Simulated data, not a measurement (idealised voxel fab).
Documented hereafter: the process module known as voxel trench capacitor.
cross-section cut | 280 nm wide | cells 5 nm
Cross-section, as written here: a square-cell grid given band by band from the top down, where a band holds one or more rows of cells.
Within each band entry, the heights of the top and of the bottom of the band appear first, in that order and in nm; the materials of the band then follow from left to right, each with its corresponding width in nm. The designation "full width" on a single material indicates that it fills the band from edge to edge; the designation "blank" indicates empty space.
We count height from 0. Below that, the starting wafer is all one material. The lowest band never ends at the bottom but goes on down; see "0 -> down" for how that is written.
The two numbers in a width such as "30 to 40" mark its ends across the band: the first belongs to the top row of cells, the second to the bottom row, and from each row to the next the width moves by the same amount.
You'll sometimes find "nothing got changed" written for a step, and that's the way of saying that nowhere in the cross-section did a cell change during that step.
Empty spaces without an open route to the top, at least 8 cells in extent, make up the entry "Catalogued sealed voids"; each is given as width x height at distance, where the distance is measured from the left edge, and all are in nm.
Step line, after settings: the simulator's comment on this step.
overlay nm, on a step with a mask: how far to the right of its planned place the mask lay; to the left if negative
LISTED BELOW ARE THE PROCESS STEPS AS PLANNED
1,RECEIVE,material Si
2,CONFORMAL_DEP,material SiN,thk nm 10
3,DIRECTIONAL_DEP,material aC,thk nm 15
4,PATTERN,tone open,mask id TRENCH,material resist,width nm 30,pitch nm 45,thk nm 35,overlay nm 0
5,DIRECTIONAL_ETCH,etch materials aC,depth nm 15
6,STRIP,etch materials resist
7,DIRECTIONAL_ETCH,etch materials SiN,depth nm 10
8,DIRECTIONAL_ETCH,etch materials Si,depth nm 30
9,STRIP,etch materials aC
10,CONFORMAL_DEP,material HfO2,thk nm 5
11,CONFORMAL_DEP,material TiN,thk nm 5
12,FILL_DEP,material W,thk nm 10
13,CMP,height nm 10
STEP 1 COMPLETE: CROSS-SECTION OF THE WAFER AS RECEIVED
    0 -> down: Si full width
    Catalogued sealed voids: none
END-OF-MODULE CROSS-SECTION. STARTING STRUCTURE AND PROCESS PLAN AS ABOVE; ONE MISTAKE MADE IN RUNNING IT
    10 -> 0: SiN (105) / HfO2 (5) / TiN (5) / W (5) / TiN (5) / HfO2 (5) / SiN (20) / HfO2 (5) / TiN (5) / W (5) / TiN (5) / HfO2 (5) / SiN (105)
    0 -> -20: Si (105) / HfO2 (5) / TiN (5) / W (5) / TiN (5) / HfO2 (5) / Si (20) / HfO2 (5) / TiN (5) / W (5) / TiN (5) / HfO2 (5) / Si (105)
    -20 -> -25: Si (105) / HfO2 (5) / TiN (15) / HfO2 (5) / Si (20) / HfO2 (5) / TiN (15) / HfO2 (5) / Si (105)
    -25 -> -30: Si (105) / HfO2 (25) / Si (20) / HfO2 (25) / Si (105)
    -30 -> down: Si full width
    Catalogued sealed voids: none
Deviation noted in wafer processing: the process deviated at step 4: the operation and settings actually run there were PATTERN,tone open,mask id TRENCH,material resist,width nm 25,pitch nm 45,thk nm 35,overlay nm 0
